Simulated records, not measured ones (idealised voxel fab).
Proc. module: voxel capacitor over wiring
This is section cut - it's 170 nm across, gridded in 5 nm square cells.
Cross-sections here: square-cell grids, written as top-down lists of bands, a band being one or more rows of cells. Quick guide to a band line: top height, bottom height (nm) up front; then every material left to right with its width in nm. Only one material and it's marked "full width"? Then it fills the band edge to edge. And "blank" just means empty space. It should be noted that heights are counted from 0, beneath which the wafer as supplied is of one material throughout, and that the lowest band possesses no lower boundary but continues downward, as written in "from 0 down". A width given as "30->40" starts at the first number in the band's top row and ends at the second number in its bottom row, shifting by an equal amount at every step from row to row. Where the words "remained unchanged" appear for a step, the cross-section shows no cell changed by that step; every cell remained as before. Closed empty spaces (no open way to the top) of 8 cells or more are what "Sealed-off cavities" lists, each as width x height at distance from the left edge, nm for all three. Where a step's line continues beyond its settings, the continuation is a remark by the simulator itself on that step. A step's line can hold "overlay nm"; with a mask on that step, the setting says how far right of the planned place the mask lay, while a negative setting says it lay to the left.

### Here's what the planned process steps look like
1) RECEIVE: material Si
2) CONFORMAL_DEP: material SiO2, thk nm 10
3) DIRECTIONAL_DEP: material TiN, thk nm 5
4) DIRECTIONAL_DEP: material Ru, thk nm 15
5) MASKED_ETCH: tone cover, mask id METAL_1, width nm 20, pitch nm 80, etch materials Ru, depth nm 15, overlay nm 0
6) MASKED_ETCH: tone cover, mask id METAL_1, width nm 20, pitch nm 80, etch materials TiN, depth nm 5, overlay nm 0
7) FILL_DEP: material SiO2, thk nm 5
8) CMP: height nm 30
9) CONFORMAL_DEP: material SiCN, thk nm 5
10) DIRECTIONAL_DEP: material SiO2, thk nm 10
11) DIRECTIONAL_DEP: material aC, thk nm 10
12) PATTERN: tone open, mask id PLUG_1, material resist, width nm 15, thk nm 25, overlay nm 0
13) DIRECTIONAL_ETCH: etch materials aC, depth nm 10
14) STRIP: etch materials resist
15) DIRECTIONAL_ETCH: etch materials SiO2, depth nm 10
16) DIRECTIONAL_ETCH: etch materials SiCN, depth nm 5
17) STRIP: etch materials aC
18) CONFORMAL_DEP: material TiN, thk nm 5
19) FILL_DEP: material Cu, thk nm 5
20) CMP: height nm 45
21) DIRECTIONAL_DEP: material TiN, thk nm 10
22) DIRECTIONAL_DEP: material Al2O3, thk nm 5
23) DIRECTIONAL_DEP: material TiN, thk nm 10
24) MASKED_ETCH: tone cover, mask id UPPER_PLATE, width nm 65, etch materials TiN, depth nm 10, overlay nm -15
25) MASKED_ETCH: tone cover, mask id UPPER_PLATE, width nm 65, etch materials Al2O3, depth nm 5, overlay nm 0
26) PATTERN: tone cover, mask id LOWER_PLATE, material resist, width nm 75, thk nm 20, overlay nm 0
27) DIRECTIONAL_ETCH: etch materials TiN, depth nm 10
28) STRIP: etch materials resist
29) FILL_DEP: material SiO2, thk nm 15
30) CMP: height nm 80
31) PATTERN: tone open, mask id PLUG_2, material resist, width nm 15, thk nm 20, overlay nm 0
32) DIRECTIONAL_ETCH: etch materials SiO2, depth nm 10
33) STRIP: etch materials resist
34) CONFORMAL_DEP: material TiN, thk nm 5
35) FILL_DEP: material Ru, thk nm 10
36) CMP: height nm 80
37) CONFORMAL_DEP: material SiN, thk nm 5
Same starting wafers, different overlay nm at step 24. Plan value belongs to the first wafer.

### Cross-section, first of several wafers, as delivered after step 1
	from 0 down  Si full width
	Sealed-off cavities: none

### Below, a row for every wafer. Read it as the end-of-module picture: for each material the wafer shows its cells gained (+) or lost (-) since it was received, and then its closed voids
overlay nm -15 | +16 Al2O3 | +2 Cu | +25 Ru | +31 SiCN | +34 SiN | +394 SiO2 | +76 TiN | Sealed-off cavities: none
overlay nm -10 | +15 Al2O3 | +2 Cu | +25 Ru | +31 SiCN | +34 SiN | +395 SiO2 | +76 TiN | Sealed-off cavities: none
overlay nm -5 | +14 Al2O3 | +2 Cu | +25 Ru | +31 SiCN | +34 SiN | +396 SiO2 | +76 TiN | Sealed-off cavities: none
overlay nm 0 | +13 Al2O3 | +2 Cu | +25 Ru | +31 SiCN | +34 SiN | +397 SiO2 | +76 TiN | Sealed-off cavities: none
overlay nm 5 | +14 Al2O3 | +2 Cu | +25 Ru | +31 SiCN | +34 SiN | +396 SiO2 | +76 TiN | Sealed-off cavities: none
overlay nm 10 | +15 Al2O3 | +2 Cu | +25 Ru | +31 SiCN | +34 SiN | +395 SiO2 | +76 TiN | Sealed-off cavities: none
overlay nm 15 | +16 Al2O3 | +2 Cu | +25 Ru | +31 SiCN | +34 SiN | +394 SiO2 | +76 TiN | Sealed-off cavities: none
